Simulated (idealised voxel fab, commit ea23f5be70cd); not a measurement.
process module | voxel capacitor over wiring
cross-section cut | 200 nm wide | cells 5 nm
A cross-section is a grid of square cells, given in bands from the top down. A band is one or more rows of cells.
Each band's line starts with the height of the band's top and of its bottom, in nm. Then come its materials from left to right, each with its width in nm. One material with "throughout" fills the band from edge to edge. "air" is empty space.
Height 0 is the level under which the wafer as received is all one material. The lowest band goes on downwards, as in "0 down".
A width such as "30 to 40" changes by the same amount from each row of cells to the next, from the band's top row to its bottom row.
"no change" after a step means that no cell of the cross-section changed.
closed voids: empty space of 8 cells or more with no open way to the top, each as width x height at its distance from the left edge, in nm
after a step's settings: what the simulator itself notes on the step
overlay nm, on a step with a mask: how far to the right of its planned place the mask lay; to the left if negative
plan
1 op RECEIVE | material Si
2 op CONFORMAL_DEP | material SiO2 | thk nm 15
3 op DIRECTIONAL_DEP | material TiN | thk nm 5
4 op DIRECTIONAL_DEP | material Ru | thk nm 25
5 op PATTERN | tone cover | mask id METAL_1 | material resist | width nm 25 | pitch nm 85 | thk nm 20 | overlay nm 0
6 op DIRECTIONAL_ETCH | etch materials Ru | depth nm 25
7 op DIRECTIONAL_ETCH | etch materials TiN | depth nm 5
8 op STRIP | etch materials resist
9 op FILL_DEP | material SiO2 | thk nm 10
10 op CMP | height nm 45
11 op CONFORMAL_DEP | material SiCN | thk nm 5
12 op DIRECTIONAL_DEP | material lowk | thk nm 20
13 op MASKED_ETCH | tone open | mask id PLUG_1 | width nm 15 | etch materials lowk | depth nm 20 | overlay nm 0
14 op MASKED_ETCH | tone open | mask id PLUG_1 | width nm 15 | etch materials SiCN | depth nm 5 | overlay nm 0
15 op EPI | material Ru | thk nm 10
16 op EPI | material Ru | thk nm 10
17 op EPI | material Ru | thk nm 5
18 op DIRECTIONAL_DEP | material TiN | thk nm 10
19 op DIRECTIONAL_DEP | material HfO2 | thk nm 5
20 op DIRECTIONAL_DEP | material TiN | thk nm 10
21 op DIRECTIONAL_DEP | material aC | thk nm 10
22 op PATTERN | tone cover | mask id UPPER_PLATE | material resist | width nm 65 | thk nm 30 | overlay nm 0
23 op DIRECTIONAL_ETCH | etch materials aC | depth nm 10
24 op STRIP | etch materials resist
25 op DIRECTIONAL_ETCH | etch materials TiN | depth nm 10
26 op DIRECTIONAL_ETCH | etch materials HfO2 | depth nm 5
27 op STRIP | etch materials aC
28 op DIRECTIONAL_DEP | material aC | thk nm 15
29 op PATTERN | tone cover | mask id LOWER_PLATE | material resist | width nm 75 | thk nm 35 | overlay nm 0
30 op DIRECTIONAL_ETCH | etch materials aC | depth nm 15
31 op STRIP | etch materials resist
32 op DIRECTIONAL_ETCH | etch materials TiN | depth nm 10
33 op STRIP | etch materials aC
34 op FILL_DEP | material SiO2 | thk nm 20
35 op CMP | height nm 110
36 op PATTERN | tone open | mask id PLUG_2 | material resist | width nm 15 | thk nm 15 | overlay nm 0
37 op DIRECTIONAL_ETCH | etch materials SiO2 | depth nm 15
38 op STRIP | etch materials resist
39 op CONFORMAL_DEP | material TiN | thk nm 5
40 op FILL_DEP | material Ru | thk nm 10
41 op CMP | height nm 110
42 op CONFORMAL_DEP | material SiN | thk nm 5
as received, after step 1
  0 down: Si throughout
  closed voids: none
first wafer at the end, as planned
  115 to 110: SiN throughout
  110 to 100: SiO2 65 | TiN 5 | Ru 5 | TiN 5 | SiO2 120
  100 to 95: SiO2 65 | TiN 15 | SiO2 120
  95 to 85: SiO2 55 | TiN 65 | SiO2 80
  85 to 80: SiO2 55 | HfO2 65 | SiO2 80
  80 to 70: SiO2 50 | TiN 75 | SiO2 75
  70 to 50: lowk 55 | Ru 15 | lowk 130
  50 to 45: SiCN 55 | Ru 15 | SiCN 130
  45 to 20: SiO2 45 | Ru 25 | SiO2 60 | Ru 25 | SiO2 45
  20 to 15: SiO2 45 | TiN 25 | SiO2 60 | TiN 25 | SiO2 45
  15 to 0: SiO2 throughout
  0 down: Si throughout
  closed voids: none
second wafer at the end: like start, like plan, one mistake
  115 to 110: SiN throughout
  110 to 100: SiO2 65 | TiN 5 | Ru 5 | TiN 5 | SiO2 120
  100 to 95: SiO2 65 | TiN 15 | SiO2 120
  95 to 85: SiO2 50 | TiN 5 | SiO2 65 | TiN 5 | SiO2 75
  85 to 80: HfO2 55 | SiO2 65 | HfO2 80
  80 to 70: TiN throughout
  70 to 50: lowk 55 | Ru 15 | lowk 130
  50 to 45: SiCN 55 | Ru 15 | SiCN 130
  45 to 20: SiO2 45 | Ru 25 | SiO2 60 | Ru 25 | SiO2 45
  20 to 15: SiO2 45 | TiN 25 | SiO2 60 | TiN 25 | SiO2 45
  15 to 0: SiO2 throughout
  0 down: Si throughout
  closed voids: none
what went wrong: step 22 ran as: op PATTERN | tone open | mask id UPPER_PLATE | material resist | width nm 65 | thk nm 30 | overlay nm 0
at the end the second wafer has, in cells: 14 more of HfO2 | 42 fewer of SiO2 | 28 more of TiN
